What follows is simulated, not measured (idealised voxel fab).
Module name: voxel air gaps (process module)
For reference, the cross-section in this document is cut, with width 165 nm and square cells of 5 nm.
Square cells in a grid make up a cross-section in this document, and the grid is given as bands, listed from the top down, each one or more rows of cells. First you get the band's top height and its bottom height, in nm, and then the materials it's made of, left to right, with each width in nm. If you see a single material with "everywhere", that one covers the band edge to edge. "empty" is empty space. It should be noted that heights are counted from 0, beneath which the wafer as supplied is of one material throughout, and that the lowest band possesses no lower boundary but continues downward, as written in "0 down". The expression "30 to 40" gives the width at the extremes of the band, the first number at its top row of cells and the second at its bottom row, with the width changing by equal amounts from each row to the next in between. Reading "everything unchanged" for a step: not a cell of the cross-section changed in it. Empty spaces counting at least 8 cells and having no open way to the top are listed in "Sealed cavities". The notation width x height at distance is used for each, the distance being from the left edge and all three values in nm. Heads up: the bit after the settings on a step's line is the simulator's remark on that step. For masked steps, "overlay nm" on the step line gives how far right of plan the mask actually lay; a minus sign means it lay to the left. Everything after this point is organized in pairs: a cross-section before one process step, a cross-section after it that shows only as deep as the lowest changed band, and, under the pair, the intervening step with its settings. Because different runs of this module on the same starting wafer can supply different pairs, a pair continues from the pair above it only if its entry headed "State before step" says so.

State before step:
    0 down  Si everywhere
    Sealed cavities: none

State After Step:
    10 to 0  SiO2 everywhere
    Below 0, no change.
    Sealed cavities: none
The process step bridging the two cross-sections above: op CONFORMAL_DEP | material SiO2 | thk nm 10

State before step: per the after cross-section of the pair just above.

State After Step:
    15 to 10  SiN everywhere
    Below 10, no change.
    Sealed cavities: none
The process step bridging the two cross-sections above: op CONFORMAL_DEP | material SiN | thk nm 5

State before step: per the after cross-section of the pair just above.

State After Step:
    50 to 15  lowk everywhere
    Below 15, no change.
    Sealed cavities: none
The process step bridging the two cross-sections above: op DIRECTIONAL_DEP | material lowk | thk nm 35

State before step: per the after cross-section of the pair just above.

State After Step:
    70 to 50  resist: 30; empty: 15; resist: 30; empty: 15; resist: 30; empty: 15; resist: 30
    Below 50, no change.
    Sealed cavities: none
The process step bridging the two cross-sections above: op PATTERN | tone open | mask id LINES | material resist | width nm 15 | pitch nm 45 | thk nm 20 | overlay nm 0

State before step: per the after cross-section of the pair just above.

State After Step:
    70 to 50  resist: 30; empty: 15; resist: 30; empty: 15; resist: 30; empty: 15; resist: 30
    50 to 15  lowk: 30; empty: 15; lowk: 30; empty: 15; lowk: 30; empty: 15; lowk: 30
    Below 15, no change.
    Sealed cavities: none
The process step bridging the two cross-sections above: op DIRECTIONAL_ETCH | etch materials lowk | depth nm 35

State before step: per the after cross-section of the pair just above.

State After Step:
    50 to 15  lowk: 30; empty: 15; lowk: 30; empty: 15; lowk: 30; empty: 15; lowk: 30
    Below 15, no change.
    Sealed cavities: none
The process step bridging the two cross-sections above: op STRIP | etch materials resist

State before step: per the after cross-section of the pair just above.

State After Step:
    55 to 50  TiN: 35; empty: 5; TiN: 40; empty: 5; TiN: 40; empty: 5; TiN: 35
    50 to 20  lowk: 30; TiN: 5; empty: 5; TiN: 5; lowk: 30; TiN: 5; empty: 5; TiN: 5; lowk: 30; TiN: 5; empty: 5; TiN: 5; lowk: 30
    20 to 15  lowk: 30; TiN: 15; lowk: 30; TiN: 15; lowk: 30; TiN: 15; lowk: 30
    Below 15, no change.
    Sealed cavities: none
The process step bridging the two cross-sections above: op CONFORMAL_DEP | material TiN | thk nm 5

State before step: per the after cross-section of the pair just above.

State After Step:
    60 to 55  Ru everywhere
    55 to 50  TiN: 35; Ru: 5; TiN: 40; Ru: 5; TiN: 40; Ru: 5; TiN: 35
    50 to 20  lowk: 30; TiN: 5; Ru: 5; TiN: 5; lowk: 30; TiN: 5; Ru: 5; TiN: 5; lowk: 30; TiN: 5; Ru: 5; TiN: 5; lowk: 30
    Below 20, no change.
    Sealed cavities: none
The process step bridging the two cross-sections above: op FILL_DEP | material Ru | thk nm 5

State before step: per the after cross-section of the pair just above.

State After Step:
    50 to 20  lowk: 30; TiN: 5; Ru: 5; TiN: 5; lowk: 30; TiN: 5; Ru: 5; TiN: 5; lowk: 30; TiN: 5; Ru: 5; TiN: 5; lowk: 30
    Below 20, no change.
    Sealed cavities: none
The process step bridging the two cross-sections above: op CMP | height nm 50

State before step: per the after cross-section of the pair just above.

State After Step:
    60 to 50  empty: 20; Ru: 35; empty: 10; Ru: 35; empty: 10; Ru: 35; empty: 20
    Below 50, no change.
    Sealed cavities: none
The process step bridging the two cross-sections above: op EPI | material Ru | thk nm 10

State before step: per the after cross-section of the pair just above.

State After Step:
    60 to 50  empty: 20; Ru: 35; empty: 10; Ru: 35; empty: 10; Ru: 35; empty: 20
    50 to 20  empty: 30; TiN: 5; Ru: 5; TiN: 5; empty: 30; TiN: 5; Ru: 5; TiN: 5; empty: 30; TiN: 5; Ru: 5; TiN: 5; empty: 30
    20 to 15  empty: 30; TiN: 15; empty: 30; TiN: 15; empty: 30; TiN: 15; empty: 30
    Below 15, no change.
    Sealed cavities: none
The process step bridging the two cross-sections above: op SELECTIVE_ETCH | etch materials lowk | depth nm 45

State before step: per the after cross-section of the pair just above.

State After Step:
    65 to 60  empty: 15; SiCN: 135; empty: 15
    60 to 50  empty: 15; SiCN: 5; Ru: 35; SiCN: 10; Ru: 35; SiCN: 10; Ru: 35; SiCN: 5; empty: 15
    50 to 45  empty: 15; SiCN: 15; TiN: 5; Ru: 5; TiN: 5; SiCN: 30; TiN: 5; Ru: 5; TiN: 5; SiCN: 30; TiN: 5; Ru: 5; TiN: 5; SiCN: 15; empty: 15
    45 to 20  empty: 25; SiCN: 5; TiN: 5; Ru: 5; TiN: 5; SiCN: 5; empty: 20; SiCN: 5; TiN: 5; Ru: 5; TiN: 5; SiCN: 5; empty: 20; SiCN: 5; TiN: 5; Ru: 5; TiN: 5; SiCN: 5; empty: 25
    20 to 15  SiCN: 30; TiN: 15; SiCN: 30; TiN: 15; SiCN: 30; TiN: 15; SiCN: 30
    Below 15, no change.
    Sealed cavities: 20 x 25 at 50; 20 x 25 at 95
The process step bridging the two cross-sections above: op CONFORMAL_DEP | material SiCN | thk nm 5

State before step:
    10 to 0  SiO2 everywhere
    0 down  Si everywhere
    Sealed cavities: none

State After Step:
    45 to 10  lowk everywhere
    Below 10, no change.
    Sealed cavities: none
The process step bridging the two cross-sections above: op DIRECTIONAL_DEP | material lowk | thk nm 35

State before step: per the after cross-section of the pair just above.

State After Step:
    65 to 45  resist: 30; empty: 15; resist: 30; empty: 15; resist: 30; empty: 15; resist: 30
    Below 45, no change.
    Sealed cavities: none
The process step bridging the two cross-sections above: op PATTERN | tone open | mask id LINES | material resist | width nm 15 | pitch nm 45 | thk nm 20 | overlay nm 0

State before step: per the after cross-section of the pair just above.

State After Step:
    65 to 45  resist: 30; empty: 15; resist: 30; empty: 15; resist: 30; empty: 15; resist: 30
    45 to 10  lowk: 30; empty: 15; lowk: 30; empty: 15; lowk: 30; empty: 15; lowk: 30
    Below 10, no change.
    Sealed cavities: none
The process step bridging the two cross-sections above: op DIRECTIONAL_ETCH | etch materials lowk | depth nm 35

State before step: per the after cross-section of the pair just above.

State After Step:
    45 to 10  lowk: 30; empty: 15; lowk: 30; empty: 15; lowk: 30; empty: 15; lowk: 30
    Below 10, no change.
    Sealed cavities: none
The process step bridging the two cross-sections above: op STRIP | etch materials resist

State before step: per the after cross-section of the pair just above.

State After Step:
    50 to 45  TiN: 35; empty: 5; TiN: 40; empty: 5; TiN: 40; empty: 5; TiN: 35
    45 to 15  lowk: 30; TiN: 5; empty: 5; TiN: 5; lowk: 30; TiN: 5; empty: 5; TiN: 5; lowk: 30; TiN: 5; empty: 5; TiN: 5; lowk: 30
    15 to 10  lowk: 30; TiN: 15; lowk: 30; TiN: 15; lowk: 30; TiN: 15; lowk: 30
    Below 10, no change.
    Sealed cavities: none
The process step bridging the two cross-sections above: op CONFORMAL_DEP | material TiN | thk nm 5

State before step: per the after cross-section of the pair just above.

State After Step:
    55 to 50  Ru everywhere
    50 to 45  TiN: 35; Ru: 5; TiN: 40; Ru: 5; TiN: 40; Ru: 5; TiN: 35
    45 to 15  lowk: 30; TiN: 5; Ru: 5; TiN: 5; lowk: 30; TiN: 5; Ru: 5; TiN: 5; lowk: 30; TiN: 5; Ru: 5; TiN: 5; lowk: 30
    Below 15, no change.
    Sealed cavities: none
The process step bridging the two cross-sections above: op FILL_DEP | material Ru | thk nm 5

State before step: per the after cross-section of the pair just above.

State After Step:
    50 to 45  TiN: 35; Ru: 5; TiN: 40; Ru: 5; TiN: 40; Ru: 5; TiN: 35
    Below 45, no change.
    Sealed cavities: none
The process step bridging the two cross-sections above: op CMP | height nm 50

State before step: per the after cross-section of the pair just above.

State After Step:
    60 to 50  Ru everywhere
    Below 50, no change.
    Sealed cavities: none
The process step bridging the two cross-sections above: op EPI | material Ru | thk nm 10

State before step: per the after cross-section of the pair just above.

State After Step:
    65 to 60  SiCN everywhere
    Below 60, no change.
    Sealed cavities: none
The process step bridging the two cross-sections above: op CONFORMAL_DEP | material SiCN | thk nm 5

State before step:
    60 to 50  empty: 20; Ru: 35; empty: 10; Ru: 35; empty: 10; Ru: 35; empty: 20
    50 to 20  lowk: 30; TiN: 5; Ru: 5; TiN: 5; lowk: 30; TiN: 5; Ru: 5; TiN: 5; lowk: 30; TiN: 5; Ru: 5; TiN: 5; lowk: 30
    20 to 15  lowk: 30; TiN: 15; lowk: 30; TiN: 15; lowk: 30; TiN: 15; lowk: 30
    15 to 10  SiN everywhere
    10 to 0  SiO2 everywhere
    0 down  Si everywhere
    Sealed cavities: none

State After Step:
    70 to 50  empty: 10; Ru: 145; empty: 10
    Below 50, no change.
    Sealed cavities: none
The process step bridging the two cross-sections above: op EPI | material Ru | thk nm 10

State before step: per the after cross-section of the pair just above.

State After Step:
    70 to 50  empty: 10; Ru: 145; empty: 10
    50 to 20  empty: 30; TiN: 5; Ru: 5; TiN: 5; lowk: 30; TiN: 5; Ru: 5; TiN: 5; lowk: 30; TiN: 5; Ru: 5; TiN: 5; empty: 30
    20 to 15  empty: 30; TiN: 15; lowk: 30; TiN: 15; lowk: 30; TiN: 15; empty: 30
    Below 15, no change.
    Sealed cavities: none
The process step bridging the two cross-sections above: op SELECTIVE_ETCH | etch materials lowk | depth nm 45

State before step: per the after cross-section of the pair just above.

State After Step:
    75 to 70  empty: 5; SiCN: 155; empty: 5
    70 to 50  empty: 5; SiCN: 5; Ru: 145; SiCN: 5; empty: 5
    50 to 45  empty: 5; SiCN: 25; TiN: 5; Ru: 5; TiN: 5; lowk: 30; TiN: 5; Ru: 5; TiN: 5; lowk: 30; TiN: 5; Ru: 5; TiN: 5; SiCN: 25; empty: 5
    45 to 20  empty: 25; SiCN: 5; TiN: 5; Ru: 5; TiN: 5; lowk: 30; TiN: 5; Ru: 5; TiN: 5; lowk: 30; TiN: 5; Ru: 5; TiN: 5; SiCN: 5; empty: 25
    20 to 15  SiCN: 30; TiN: 15; lowk: 30; TiN: 15; lowk: 30; TiN: 15; SiCN: 30
    Below 15, no change.
    Sealed cavities: none
The process step bridging the two cross-sections above: op CONFORMAL_DEP | material SiCN | thk nm 5

State before step:
    0 down  Si everywhere
    Sealed cavities: none

State After Step:
    5 to 0  SiN everywhere
    Below 0, no change.
    Sealed cavities: none
The process step bridging the two cross-sections above: op CONFORMAL_DEP | material SiN | thk nm 5

State before step: per the after cross-section of the pair just above.

State After Step:
    15 to 5  SiO2 everywhere
    Below 5, no change.
    Sealed cavities: none
The process step bridging the two cross-sections above: op CONFORMAL_DEP | material SiO2 | thk nm 10

State before step: per the after cross-section of the pair just above.

State After Step:
    50 to 15  lowk everywhere
    Below 15, no change.
    Sealed cavities: none
The process step bridging the two cross-sections above: op DIRECTIONAL_DEP | material lowk | thk nm 35

State before step: per the after cross-section of the pair just above.

State After Step:
    70 to 50  resist: 30; empty: 15; resist: 30; empty: 15; resist: 30; empty: 15; resist: 30
    Below 50, no change.
    Sealed cavities: none
The process step bridging the two cross-sections above: op PATTERN | tone open | mask id LINES | material resist | width nm 15 | pitch nm 45 | thk nm 20 | overlay nm 0

State before step: per the after cross-section of the pair just above.

State After Step:
    70 to 50  resist: 30; empty: 15; resist: 30; empty: 15; resist: 30; empty: 15; resist: 30
    50 to 15  lowk: 30; empty: 15; lowk: 30; empty: 15; lowk: 30; empty: 15; lowk: 30
    Below 15, no change.
    Sealed cavities: none
The process step bridging the two cross-sections above: op DIRECTIONAL_ETCH | etch materials lowk | depth nm 35

State before step: per the after cross-section of the pair just above.

State After Step:
    50 to 15  lowk: 30; empty: 15; lowk: 30; empty: 15; lowk: 30; empty: 15; lowk: 30
    Below 15, no change.
    Sealed cavities: none
The process step bridging the two cross-sections above: op STRIP | etch materials resist

State before step: per the after cross-section of the pair just above.

State After Step:
    55 to 50  TiN: 35; empty: 5; TiN: 40; empty: 5; TiN: 40; empty: 5; TiN: 35
    50 to 20  lowk: 30; TiN: 5; empty: 5; TiN: 5; lowk: 30; TiN: 5; empty: 5; TiN: 5; lowk: 30; TiN: 5; empty: 5; TiN: 5; lowk: 30
    20 to 15  lowk: 30; TiN: 15; lowk: 30; TiN: 15; lowk: 30; TiN: 15; lowk: 30
    Below 15, no change.
    Sealed cavities: none
The process step bridging the two cross-sections above: op CONFORMAL_DEP | material TiN | thk nm 5

State before step: per the after cross-section of the pair just above.

State After Step:
    60 to 55  Ru everywhere
    55 to 50  TiN: 35; Ru: 5; TiN: 40; Ru: 5; TiN: 40; Ru: 5; TiN: 35
    50 to 20  lowk: 30; TiN: 5; Ru: 5; TiN: 5; lowk: 30; TiN: 5; Ru: 5; TiN: 5; lowk: 30; TiN: 5; Ru: 5; TiN: 5; lowk: 30
    Below 20, no change.
    Sealed cavities: none
The process step bridging the two cross-sections above: op FILL_DEP | material Ru | thk nm 5

State before step: per the after cross-section of the pair just above.

State After Step:
    50 to 20  lowk: 30; TiN: 5; Ru: 5; TiN: 5; lowk: 30; TiN: 5; Ru: 5; TiN: 5; lowk: 30; TiN: 5; Ru: 5; TiN: 5; lowk: 30
    Below 20, no change.
    Sealed cavities: none
The process step bridging the two cross-sections above: op CMP | height nm 50

State before step: per the after cross-section of the pair just above.

State After Step:
    60 to 50  empty: 20; Ru: 35; empty: 10; Ru: 35; empty: 10; Ru: 35; empty: 20
    Below 50, no change.
    Sealed cavities: none
The process step bridging the two cross-sections above: op EPI | material Ru | thk nm 10

State before step: per the after cross-section of the pair just above.

State After Step:
    60 to 50  empty: 20; Ru: 35; empty: 10; Ru: 35; empty: 10; Ru: 35; empty: 20
    50 to 20  empty: 30; TiN: 5; Ru: 5; TiN: 5; empty: 30; TiN: 5; Ru: 5; TiN: 5; empty: 30; TiN: 5; Ru: 5; TiN: 5; empty: 30
    20 to 15  empty: 30; TiN: 15; empty: 30; TiN: 15; empty: 30; TiN: 15; empty: 30
    Below 15, no change.
    Sealed cavities: none
The process step bridging the two cross-sections above: op SELECTIVE_ETCH | etch materials lowk | depth nm 45

State before step: per the after cross-section of the pair just above.

State After Step:
    65 to 60  empty: 15; SiCN: 135; empty: 15
    60 to 50  empty: 15; SiCN: 5; Ru: 35; SiCN: 10; Ru: 35; SiCN: 10; Ru: 35; SiCN: 5; empty: 15
    50 to 45  empty: 15; SiCN: 15; TiN: 5; Ru: 5; TiN: 5; SiCN: 30; TiN: 5; Ru: 5; TiN: 5; SiCN: 30; TiN: 5; Ru: 5; TiN: 5; SiCN: 15; empty: 15
    45 to 20  empty: 25; SiCN: 5; TiN: 5; Ru: 5; TiN: 5; SiCN: 5; empty: 20; SiCN: 5; TiN: 5; Ru: 5; TiN: 5; SiCN: 5; empty: 20; SiCN: 5; TiN: 5; Ru: 5; TiN: 5; SiCN: 5; empty: 25
    20 to 15  SiCN: 30; TiN: 15; SiCN: 30; TiN: 15; SiCN: 30; TiN: 15; SiCN: 30
    Below 15, no change.
    Sealed cavities: 20 x 25 at 50; 20 x 25 at 95
The process step bridging the two cross-sections above: op CONFORMAL_DEP | material SiCN | thk nm 5

State before step:
    60 to 55  Ru everywhere
    55 to 50  TiN: 35; Ru: 5; TiN: 40; Ru: 5; TiN: 40; Ru: 5; TiN: 35
    50 to 20  lowk: 30; TiN: 5; Ru: 5; TiN: 5; lowk: 30; TiN: 5; Ru: 5; TiN: 5; lowk: 30; TiN: 5; Ru: 5; TiN: 5; lowk: 30
    20 to 15  lowk: 30; TiN: 15; lowk: 30; TiN: 15; lowk: 30; TiN: 15; lowk: 30
    15 to 10  SiN everywhere
    10 to 0  SiO2 everywhere
    0 down  Si everywhere
    Sealed cavities: none

State After Step:
    40 to 20  lowk: 30; TiN: 5; Ru: 5; TiN: 5; lowk: 30; TiN: 5; Ru: 5; TiN: 5; lowk: 30; TiN: 5; Ru: 5; TiN: 5; lowk: 30
    Below 20, no change.
    Sealed cavities: none
The process step bridging the two cross-sections above: op CMP | height nm 40

State before step: per the after cross-section of the pair just above.

State After Step:
    50 to 40  empty: 20; Ru: 35; empty: 10; Ru: 35; empty: 10; Ru: 35; empty: 20
    Below 40, no change.
    Sealed cavities: none
The process step bridging the two cross-sections above: op EPI | material Ru | thk nm 10

State before step: per the after cross-section of the pair just above.

State After Step:
    50 to 40  empty: 20; Ru: 35; empty: 10; Ru: 35; empty: 10; Ru: 35; empty: 20
    40 to 20  empty: 30; TiN: 5; Ru: 5; TiN: 5; empty: 30; TiN: 5; Ru: 5; TiN: 5; empty: 30; TiN: 5; Ru: 5; TiN: 5; empty: 30
    20 to 15  empty: 30; TiN: 15; empty: 30; TiN: 15; empty: 30; TiN: 15; empty: 30
    Below 15, no change.
    Sealed cavities: none
The process step bridging the two cross-sections above: op SELECTIVE_ETCH | etch materials lowk | depth nm 45

State before step: per the after cross-section of the pair just above.

State After Step:
    55 to 50  empty: 15; SiCN: 135; empty: 15
    50 to 40  empty: 15; SiCN: 5; Ru: 35; SiCN: 10; Ru: 35; SiCN: 10; Ru: 35; SiCN: 5; empty: 15
    40 to 35  empty: 15; SiCN: 15; TiN: 5; Ru: 5; TiN: 5; SiCN: 30; TiN: 5; Ru: 5; TiN: 5; SiCN: 30; TiN: 5; Ru: 5; TiN: 5; SiCN: 15; empty: 15
    35 to 20  empty: 25; SiCN: 5; TiN: 5; Ru: 5; TiN: 5; SiCN: 5; empty: 20; SiCN: 5; TiN: 5; Ru: 5; TiN: 5; SiCN: 5; empty: 20; SiCN: 5; TiN: 5; Ru: 5; TiN: 5; SiCN: 5; empty: 25
    20 to 15  SiCN: 30; TiN: 15; SiCN: 30; TiN: 15; SiCN: 30; TiN: 15; SiCN: 30
    Below 15, no change.
    Sealed cavities: 20 x 15 at 50; 20 x 15 at 95
The process step bridging the two cross-sections above: op CONFORMAL_DEP | material SiCN | thk nm 5

State before step:
    50 to 15  lowk everywhere
    15 to 10  SiN everywhere
    10 to 0  SiO2 everywhere
    0 down  Si everywhere
    Sealed cavities: none

State After Step:
    70 to 50  resist: 30; empty: 20; resist: 25; empty: 20; resist: 25; empty: 20; resist: 25
    Below 50, no change.
    Sealed cavities: none
The process step bridging the two cross-sections above: op PATTERN | tone open | mask id LINES | material resist | width nm 20 | pitch nm 45 | thk nm 20 | overlay nm 0

State before step: per the after cross-section of the pair just above.

State After Step:
    70 to 50  resist: 30; empty: 20; resist: 25; empty: 20; resist: 25; empty: 20; resist: 25
    50 to 15  lowk: 30; empty: 20; lowk: 25; empty: 20; lowk: 25; empty: 20; lowk: 25
    Below 15, no change.
    Sealed cavities: none
The process step bridging the two cross-sections above: op DIRECTIONAL_ETCH | etch materials lowk | depth nm 35

State before step: per the after cross-section of the pair just above.

State After Step:
    50 to 15  lowk: 30; empty: 20; lowk: 25; empty: 20; lowk: 25; empty: 20; lowk: 25
    Below 15, no change.
    Sealed cavities: none
The process step bridging the two cross-sections above: op STRIP | etch materials resist

State before step: per the after cross-section of the pair just above.

State After Step:
    55 to 50  TiN: 35; empty: 10; TiN: 35; empty: 10; TiN: 35; empty: 10; TiN: 30
    50 to 20  lowk: 30; TiN: 5; empty: 10; TiN: 5; lowk: 25; TiN: 5; empty: 10; TiN: 5; lowk: 25; TiN: 5; empty: 10; TiN: 5; lowk: 25
    20 to 15  lowk: 30; TiN: 20; lowk: 25; TiN: 20; lowk: 25; TiN: 20; lowk: 25
    Below 15, no change.
    Sealed cavities: none
The process step bridging the two cross-sections above: op CONFORMAL_DEP | material TiN | thk nm 5

State before step: per the after cross-section of the pair just above.

State After Step:
    60 to 55  Ru everywhere
    55 to 50  TiN: 35; Ru: 10; TiN: 35; Ru: 10; TiN: 35; Ru: 10; TiN: 30
    50 to 20  lowk: 30; TiN: 5; Ru: 10; TiN: 5; lowk: 25; TiN: 5; Ru: 10; TiN: 5; lowk: 25; TiN: 5; Ru: 10; TiN: 5; lowk: 25
    Below 20, no change.
    Sealed cavities: none
The process step bridging the two cross-sections above: op FILL_DEP | material Ru | thk nm 5

State before step: per the after cross-section of the pair just above.

State After Step:
    50 to 20  lowk: 30; TiN: 5; Ru: 10; TiN: 5; lowk: 25; TiN: 5; Ru: 10; TiN: 5; lowk: 25; TiN: 5; Ru: 10; TiN: 5; lowk: 25
    Below 20, no change.
    Sealed cavities: none
The process step bridging the two cross-sections above: op CMP | height nm 50

State before step: per the after cross-section of the pair just above.

State After Step:
    60 to 50  empty: 20; Ru: 40; empty: 5; Ru: 40; empty: 5; Ru: 40; empty: 15
    Below 50, no change.
    Sealed cavities: none
The process step bridging the two cross-sections above: op EPI | material Ru | thk nm 10

State before step: per the after cross-section of the pair just above.

State After Step:
    60 to 50  empty: 20; Ru: 40; empty: 5; Ru: 40; empty: 5; Ru: 40; empty: 15
    50 to 20  empty: 30; TiN: 5; Ru: 10; TiN: 5; empty: 25; TiN: 5; Ru: 10; TiN: 5; empty: 25; TiN: 5; Ru: 10; TiN: 5; empty: 25
    20 to 15  empty: 30; TiN: 20; empty: 25; TiN: 20; empty: 25; TiN: 20; empty: 25
    Below 15, no change.
    Sealed cavities: none
The process step bridging the two cross-sections above: op SELECTIVE_ETCH | etch materials lowk | depth nm 45

State before step: per the after cross-section of the pair just above.

State After Step:
    65 to 60  empty: 15; SiCN: 140; empty: 10
    60 to 50  empty: 15; SiCN: 5; Ru: 40; SiCN: 5; Ru: 40; SiCN: 5; Ru: 40; SiCN: 5; empty: 10
    50 to 45  empty: 15; SiCN: 15; TiN: 5; Ru: 10; TiN: 5; SiCN: 25; TiN: 5; Ru: 10; TiN: 5; SiCN: 25; TiN: 5; Ru: 10; TiN: 5; SiCN: 15; empty: 10
    45 to 20  empty: 25; SiCN: 5; TiN: 5; Ru: 10; TiN: 5; SiCN: 5; empty: 15; SiCN: 5; TiN: 5; Ru: 10; TiN: 5; SiCN: 5; empty: 15; SiCN: 5; TiN: 5; Ru: 10; TiN: 5; SiCN: 5; empty: 20
    20 to 15  SiCN: 30; TiN: 20; SiCN: 25; TiN: 20; SiCN: 25; TiN: 20; SiCN: 25
    Below 15, no change.
    Sealed cavities: 15 x 25 at 55; 15 x 25 at 100
The process step bridging the two cross-sections above: op CONFORMAL_DEP | material SiCN | thk nm 5

State before step:
    50 to 15  lowk everywhere
    15 to 10  SiN everywhere
    10 to 0  SiO2 everywhere
    0 down  Si everywhere
    Sealed cavities: none

State After Step:
    70 to 50  resist: 40; empty: 15; resist: 30; empty: 15; resist: 30; empty: 15; resist: 20
    Below 50, no change.
    Sealed cavities: none
The process step bridging the two cross-sections above: op PATTERN | tone open | mask id LINES | material resist | width nm 15 | pitch nm 45 | thk nm 20 | overlay nm 10

State before step: per the after cross-section of the pair just above.

State After Step:
    70 to 50  resist: 40; empty: 15; resist: 30; empty: 15; resist: 30; empty: 15; resist: 20
    50 to 15  lowk: 40; empty: 15; lowk: 30; empty: 15; lowk: 30; empty: 15; lowk: 20
    Below 15, no change.
    Sealed cavities: none
The process step bridging the two cross-sections above: op DIRECTIONAL_ETCH | etch materials lowk | depth nm 35

State before step: per the after cross-section of the pair just above.

State After Step:
    50 to 15  lowk: 40; empty: 15; lowk: 30; empty: 15; lowk: 30; empty: 15; lowk: 20
    Below 15, no change.
    Sealed cavities: none
The process step bridging the two cross-sections above: op STRIP | etch materials resist

State before step: per the after cross-section of the pair just above.

State After Step:
    55 to 50  TiN: 45; empty: 5; TiN: 40; empty: 5; TiN: 40; empty: 5; TiN: 25
    50 to 20  lowk: 40; TiN: 5; empty: 5; TiN: 5; lowk: 30; TiN: 5; empty: 5; TiN: 5; lowk: 30; TiN: 5; empty: 5; TiN: 5; lowk: 20
    20 to 15  lowk: 40; TiN: 15; lowk: 30; TiN: 15; lowk: 30; TiN: 15; lowk: 20
    Below 15, no change.
    Sealed cavities: none
The process step bridging the two cross-sections above: op CONFORMAL_DEP | material TiN | thk nm 5

State before step: per the after cross-section of the pair just above.

State After Step:
    60 to 55  Ru everywhere
    55 to 50  TiN: 45; Ru: 5; TiN: 40; Ru: 5; TiN: 40; Ru: 5; TiN: 25
    50 to 20  lowk: 40; TiN: 5; Ru: 5; TiN: 5; lowk: 30; TiN: 5; Ru: 5; TiN: 5; lowk: 30; TiN: 5; Ru: 5; TiN: 5; lowk: 20
    Below 20, no change.
    Sealed cavities: none
The process step bridging the two cross-sections above: op FILL_DEP | material Ru | thk nm 5

State before step: per the after cross-section of the pair just above.

State After Step:
    50 to 20  lowk: 40; TiN: 5; Ru: 5; TiN: 5; lowk: 30; TiN: 5; Ru: 5; TiN: 5; lowk: 30; TiN: 5; Ru: 5; TiN: 5; lowk: 20
    Below 20, no change.
    Sealed cavities: none
The process step bridging the two cross-sections above: op CMP | height nm 50

State before step: per the after cross-section of the pair just above.

State After Step:
    60 to 50  empty: 30; Ru: 35; empty: 10; Ru: 35; empty: 10; Ru: 35; empty: 10
    Below 50, no change.
    Sealed cavities: none
The process step bridging the two cross-sections above: op EPI | material Ru | thk nm 10

State before step: per the after cross-section of the pair just above.

State After Step:
    60 to 50  empty: 30; Ru: 35; empty: 10; Ru: 35; empty: 10; Ru: 35; empty: 10
    50 to 20  empty: 40; TiN: 5; Ru: 5; TiN: 5; empty: 30; TiN: 5; Ru: 5; TiN: 5; empty: 30; TiN: 5; Ru: 5; TiN: 5; empty: 20
    20 to 15  empty: 40; TiN: 15; empty: 30; TiN: 15; empty: 30; TiN: 15; empty: 20
    Below 15, no change.
    Sealed cavities: none
The process step bridging the two cross-sections above: op SELECTIVE_ETCH | etch materials lowk | depth nm 45

State before step: per the after cross-section of the pair just above.

State After Step:
    65 to 60  empty: 25; SiCN: 135; empty: 5
    60 to 50  empty: 25; SiCN: 5; Ru: 35; SiCN: 10; Ru: 35; SiCN: 10; Ru: 35; SiCN: 5; empty: 5
    50 to 45  empty: 25; SiCN: 15; TiN: 5; Ru: 5; TiN: 5; SiCN: 30; TiN: 5; Ru: 5; TiN: 5; SiCN: 30; TiN: 5; Ru: 5; TiN: 5; SiCN: 15; empty: 5
    45 to 20  empty: 35; SiCN: 5; TiN: 5; Ru: 5; TiN: 5; SiCN: 5; empty: 20; SiCN: 5; TiN: 5; Ru: 5; TiN: 5; SiCN: 5; empty: 20; SiCN: 5; TiN: 5; Ru: 5; TiN: 5; SiCN: 5; empty: 15
    20 to 15  SiCN: 40; TiN: 15; SiCN: 30; TiN: 15; SiCN: 30; TiN: 15; SiCN: 20
    Below 15, no change.
    Sealed cavities: 20 x 25 at 60; 20 x 25 at 105
The process step bridging the two cross-sections above: op CONFORMAL_DEP | material SiCN | thk nm 5

State before step:
    0 down  Si everywhere
    Sealed cavities: none

State After Step:
    10 to 0  TiN everywhere
    Below 0, no change.
    Sealed cavities: none
The process step bridging the two cross-sections above: op CONFORMAL_DEP | material TiN | thk nm 10

State before step: per the after cross-section of the pair just above.

State After Step:
    15 to 10  SiN everywhere
    Below 10, no change.
    Sealed cavities: none
The process step bridging the two cross-sections above: op CONFORMAL_DEP | material SiN | thk nm 5

State before step: per the after cross-section of the pair just above.

State After Step:
    50 to 15  lowk everywhere
    Below 15, no change.
    Sealed cavities: none
The process step bridging the two cross-sections above: op DIRECTIONAL_DEP | material lowk | thk nm 35

State before step: per the after cross-section of the pair just above.

State After Step:
    70 to 50  resist: 30; empty: 15; resist: 30; empty: 15; resist: 30; empty: 15; resist: 30
    Below 50, no change.
    Sealed cavities: none
The process step bridging the two cross-sections above: op PATTERN | tone open | mask id LINES | material resist | width nm 15 | pitch nm 45 | thk nm 20 | overlay nm 0

State before step: per the after cross-section of the pair just above.

State After Step:
    70 to 50  resist: 30; empty: 15; resist: 30; empty: 15; resist: 30; empty: 15; resist: 30
    50 to 15  lowk: 30; empty: 15; lowk: 30; empty: 15; lowk: 30; empty: 15; lowk: 30
    Below 15, no change.
    Sealed cavities: none
The process step bridging the two cross-sections above: op DIRECTIONAL_ETCH | etch materials lowk | depth nm 35

State before step: per the after cross-section of the pair just above.

State After Step:
    50 to 15  lowk: 30; empty: 15; lowk: 30; empty: 15; lowk: 30; empty: 15; lowk: 30
    Below 15, no change.
    Sealed cavities: none
The process step bridging the two cross-sections above: op STRIP | etch materials resist

State before step: per the after cross-section of the pair just above.

State After Step:
    55 to 50  TiN: 35; empty: 5; TiN: 40; empty: 5; TiN: 40; empty: 5; TiN: 35
    50 to 20  lowk: 30; TiN: 5; empty: 5; TiN: 5; lowk: 30; TiN: 5; empty: 5; TiN: 5; lowk: 30; TiN: 5; empty: 5; TiN: 5; lowk: 30
    20 to 15  lowk: 30; TiN: 15; lowk: 30; TiN: 15; lowk: 30; TiN: 15; lowk: 30
    Below 15, no change.
    Sealed cavities: none
The process step bridging the two cross-sections above: op CONFORMAL_DEP | material TiN | thk nm 5

State before step: per the after cross-section of the pair just above.

State After Step:
    60 to 55  Ru everywhere
    55 to 50  TiN: 35; Ru: 5; TiN: 40; Ru: 5; TiN: 40; Ru: 5; TiN: 35
    50 to 20  lowk: 30; TiN: 5; Ru: 5; TiN: 5; lowk: 30; TiN: 5; Ru: 5; TiN: 5; lowk: 30; TiN: 5; Ru: 5; TiN: 5; lowk: 30
    Below 20, no change.
    Sealed cavities: none
The process step bridging the two cross-sections above: op FILL_DEP | material Ru | thk nm 5
